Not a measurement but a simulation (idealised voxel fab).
Process module, titled voxel transistor to metal
Displayed cross-section: cut, width of 205 nm, square cells sized 5 nm.
Notation: cross-section as square-cell grid; stated in bands, top first, going down; one or more cell rows per band. Quick guide to a band line: top height, bottom height (nm) up front; then every material left to right with its width in nm. Only one material and it's marked "all across"? Then it fills the band edge to edge. And "blank" just means empty space. The reference from which all heights are counted is 0, the level beneath which the as-received wafer is entirely one material; the lowest band, having no lower bound, proceeds downward and is written after the example "0 down". You'd read "30->40" like this: the band's top row of cells is as wide as the first number, its bottom row is as wide as the second, and going down, every row changes width by the same amount as the row before did. "remained the same", as given for a step, is the statement that not any cell of the cross-section underwent a change during that step. In "Trapped voids" the enclosed voids are listed, meaning empty spaces of 8 cells or larger without any opening to the top. The form is width x height at distance, distance from the left edge, units nm. Post-settings text on a step line: simulator's own remark regarding the step. overlay nm: mask offset rightward from planned place, masked step; negative means leftward offset.

# Here's what the planned process steps look like
| 1 | op RECEIVE | material Si |
| 2 | op CONFORMAL_DEP | material SiO2 | thk nm 5 |
| 3 | op CONFORMAL_DEP | material SiN | thk nm 15 |
| 4 | op MASKED_ETCH | tone cover | mask id ACTIVE | width nm 95 | etch materials SiN | depth nm 15 | overlay nm 0 |
| 5 | op MASKED_ETCH | tone cover | mask id ACTIVE | width nm 95 | etch materials SiO2 | depth nm 5 | overlay nm 0 |
| 6 | op MASKED_ETCH | tone cover | mask id ACTIVE | width nm 95 | etch materials Si | depth nm 25 | overlay nm 0 |
| 7 | op FILL_DEP | material SiO2 | thk nm 15 |
| 8 | op CMP | height nm 20 |
| 9 | op SELECTIVE_ETCH | etch materials SiO2 | depth nm 10 |
| 10 | op STRIP | etch materials SiN |
| 11 | op SELECTIVE_ETCH | etch materials SiO2 | depth nm 5 |
| 12 | op OXIDIZE | depth nm 5 |
| 13 | op DIRECTIONAL_DEP | material polySi | thk nm 25 |
| 14 | op DIRECTIONAL_DEP | material SiCN | thk nm 5 |
| 15 | op PATTERN | tone cover | mask id GATE | material resist | width nm 25 | thk nm 15 | overlay nm 0 |
| 16 | op DIRECTIONAL_ETCH | etch materials SiCN | depth nm 25 |
| 17 | op DIRECTIONAL_ETCH | etch materials polySi | depth nm 35 |
| 18 | op STRIP | etch materials resist |
| 19 | op CONFORMAL_DEP | material SiN | thk nm 10 |
| 20 | op DIRECTIONAL_ETCH | etch materials SiN | depth nm 10 |
| 21 | op DIRECTIONAL_ETCH | etch materials SiO2 | depth nm 5 |
| 22 | op EPI | material SiGe | thk nm 5 |
| 23 | op FILL_DEP | material SiO2 | thk nm 10 |
| 24 | op CMP | height nm 40 |
| 25 | op DIRECTIONAL_DEP | material SiO2 | thk nm 10 |
| 26 | op PATTERN | tone open | mask id CONTACT | material resist | width nm 25 | pitch nm 60 | thk nm 15 | overlay nm 0 |
| 27 | op DIRECTIONAL_ETCH | etch materials SiO2 | depth nm 50 |
| 28 | op STRIP | etch materials resist |
| 29 | op CONFORMAL_DEP | material TiN | thk nm 5 |
| 30 | op FILL_DEP | material Ru | thk nm 10 |
| 31 | op CMP | height nm 50 |
| 32 | op CONFORMAL_DEP | material SiN | thk nm 5 |
| 33 | op DIRECTIONAL_DEP | material SiO2 | thk nm 15 |
| 34 | op MASKED_ETCH | tone open | mask id METAL_1 | width nm 15 | pitch nm 70 | etch materials SiO2 | depth nm 15 | overlay nm 0 |
| 35 | op MASKED_ETCH | tone open | mask id METAL_1 | width nm 15 | pitch nm 70 | etch materials SiN | depth nm 5 | overlay nm 0 |
| 36 | op CONFORMAL_DEP | material TiN | thk nm 5 |
| 37 | op FILL_DEP | material W | thk nm 5 |
| 38 | op CMP | height nm 70 |
| 39 | op CONFORMAL_DEP | material SiCN | thk nm 5 |
What sets these wafers apart? The thk nm at step 14. They all start alike, and the plan carries the first wafer's value.

# Cut through the first of several wafers as received, post step 1
0 down | Si all across
Trapped voids: none

# For your reference, the table is organized with a row per wafer; each row reflects the wafer at the end of the module, indicating for each material the cells gained (+) or lost (-) since receipt, and thereafter its closed voids
thk nm 5, +42 Ru, -129 Si, +46 SiCN, +8 SiGe, +63 SiN, +490 SiO2, +64 TiN, +6 W, +25 polySi, Trapped voids: none
thk nm 10, +40 Ru, -129 Si, +51 SiCN, +8 SiGe, +67 SiN, +483 SiO2, +64 TiN, +6 W, +25 polySi, Trapped voids: none
thk nm 15, +38 Ru, -129 Si, +56 SiCN, +8 SiGe, +71 SiN, +476 SiO2, +64 TiN, +6 W, +25 polySi, Trapped voids: none
thk nm 20, +38 Ru, -129 Si, +56 SiCN, +8 SiGe, +71 SiN, +476 SiO2, +64 TiN, +6 W, +25 polySi, Trapped voids: none
thk nm 25, +38 Ru, -129 Si, +56 SiCN, +8 SiGe, +71 SiN, +476 SiO2, +64 TiN, +6 W, +25 polySi, Trapped voids: none
thk nm 30, +14 Ru, -129 Si, +92 SiCN, +47 SiN, +340 SiO2, +40 TiN, +6 W, +205 polySi, Trapped voids: none
